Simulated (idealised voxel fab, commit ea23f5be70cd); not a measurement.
Title: Process Module voxel double patterning
The cross-section on display is named cut; it measures 140 nm wide, and its cells are 5 nm squares.
How to read a cross-section here: the picture is a grid of square cells, written as bands going from the top down, and any band can span one or more rows of cells.
This entry defines a band. It first specifies the height of the band's top and the height of its bottom in nm, and then specifies the band's materials from left to right, stating each material with its width in nm. The word "edge to edge" identifies a single material that fills the band from edge to edge, while the word "air" identifies empty space.
Note: height 0 marks the level under which the wafer is uniformly one material as received. Lowest band unbounded below, written "top 0, no bottom".
Read "30..40" as a graded width: first number on top, second number at the bottom, same change between each pair of neighbouring rows.
"remained unchanged" means the step left every cell of the cross-section as it was.
This entry, "Internal closed voids", enumerates those empty regions of no fewer than 8 cells that possess no open connection to the top. Each region is reported in the form width x height at distance, the distance being taken from the left edge, with all three quantities expressed in nm.
On a step's line, text after the settings is the simulator commenting on that step.
A step line may carry the setting "overlay nm", which, for steps involving a mask, states the distance by which the mask lay to the right of its intended position; negative values denote displacement to the left.
Here's what the planned process steps look like
| 1 | RECEIVE | material Si |
| 2 | CONFORMAL_DEP | material SiO2 | thk nm 5 |
| 3 | DIRECTIONAL_DEP | material W | thk nm 15 |
| 4 | DIRECTIONAL_DEP | material SiN | thk nm 5 |
| 5 | MASKED_ETCH | tone open | mask id FIRST | width nm 15 | pitch nm 50 | etch materials SiN | depth nm 5 | overlay nm 0 |
| 6 | MASKED_ETCH | tone open | mask id SECOND | width nm 15 | etch materials SiN | depth nm 5 | overlay nm 0 |
| 7 | DIRECTIONAL_ETCH | etch materials W | depth nm 15 |
| 8 | STRIP | etch materials SiN |
Shown in cross-section is the wafer as received, that is, as it stands after step 1
    top 0, no bottom | Si edge to edge
    Internal closed voids: none
Wafer cross-section at module end: first of two, run to plan
    top 20, bottom 5 | W 35; air 15; W 10; air 15; W 10; air 15; W 40
    top 5, bottom 0 | SiO2 edge to edge
    top 0, no bottom | Si edge to edge
    Internal closed voids: none
Wafer two, end of module, cross-section. Same start, same plan as wafer one. One mistake in the run
    top 30, bottom 15 | W 35; air 15; W 10; air 15; W 10; air 15; W 40
    top 15, bottom 5 | W edge to edge
    top 5, bottom 0 | SiO2 edge to edge
    top 0, no bottom | Si edge to edge
    Internal closed voids: none
So what did we get wrong on this run? heads up, step 3 didn't go per plan, it actually ran as DIRECTIONAL_DEP | material W | thk nm 25
Wrapping up, a cell-based count of both wafers puts the second over or under the first for these materials: +56 W
